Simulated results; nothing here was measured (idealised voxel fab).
The following is a process module called voxel ribs on slabs.
Cross-section cut spans 150 nm and uses square cells 5 nm in size.
How to read a cross-section here: the picture is a grid of square cells, written as bands going from the top down, and any band can span one or more rows of cells. Per band: top height and bottom height in nm, followed by the left-to-right materials and their widths in nm; "everywhere" marks a single material spanning edge to edge, "blank" marks empty space. Heights are expressed relative to 0, this being the level below which the as-received wafer comprises one material exclusively. The lowest band is unbounded in the downward direction and is denoted as in "0 nm and below". When a width is written as two numbers, as in "30->40", the first number is the width in the top row of cells of the band and the second is the width in its bottom row, and the width changes by the same amount from each row to the next. The designation "no alterations made", where it is given for a processing step, indicates that no cell of the cross-section was altered in the course of that step. "Closed void list" - sealed voids, min. 8 cells, no opening to top; format: width x height at distance (distance from left edge; nm throughout). Read whatever lies past the settings on a step's line as the simulator's own remark about the step. The setting "overlay nm" may be written on the line of a step. When the step uses a mask, the value reports how far to the right of the planned place the mask lay, and a negative value reports that it lay to the left.
**Process steps - plan**
step 1: RECEIVE [material Si]
step 2: DIRECTIONAL_DEP [material SiO2] [thk nm 30]
step 3: DIRECTIONAL_DEP [material polySi] [thk nm 20]
step 4: DIRECTIONAL_DEP [material aC] [thk nm 15]
step 5: PATTERN [tone cover] [mask id RIB] [material resist] [width nm 20] [thk nm 30] [overlay nm 0]
step 6: DIRECTIONAL_ETCH [etch materials aC] [depth nm 15]
step 7: STRIP [etch materials resist]
step 8: DIRECTIONAL_ETCH [etch materials polySi] [depth nm 15]
step 9: STRIP [etch materials aC]
step 10: PATTERN [tone cover] [mask id SLAB] [material resist] [width nm 60] [thk nm 15] [overlay nm 0]
step 11: DIRECTIONAL_ETCH [etch materials polySi] [depth nm 5]
step 12: STRIP [etch materials resist]
step 13: FILL_DEP [material SiO2] [thk nm 25]
step 14: CMP [height nm 65]
step 15: DIRECTIONAL_DEP [material W] [thk nm 5]
step 16: PATTERN [tone cover] [mask id HEATER] [material resist] [width nm 30] [thk nm 15] [overlay nm 0]
step 17: DIRECTIONAL_ETCH [etch materials W] [depth nm 5]
step 18: STRIP [etch materials resist]
step 19: CONFORMAL_DEP [material SiO2] [thk nm 5]
The plan's step 19 thk nm is the first wafer's value; the wafers differ in this setting and start identical.
**As-received state after step 1, first of several wafers, cross-section**
* 0 nm and below  Si everywhere
* Closed void list: none
**For your reference, the table is organized with a row per wafer; each row reflects the wafer at the end of the module, indicating for each material the cells gained (+) or lost (-) since receipt, and thereafter its closed voids**
thk nm 5; +398 SiO2; +6 W; +24 polySi; Closed void list: none
thk nm 10; +430 SiO2; +6 W; +24 polySi; Closed void list: none
thk nm 15; +462 SiO2; +6 W; +24 polySi; Closed void list: none
thk nm 20; +494 SiO2; +6 W; +24 polySi; Closed void list: none
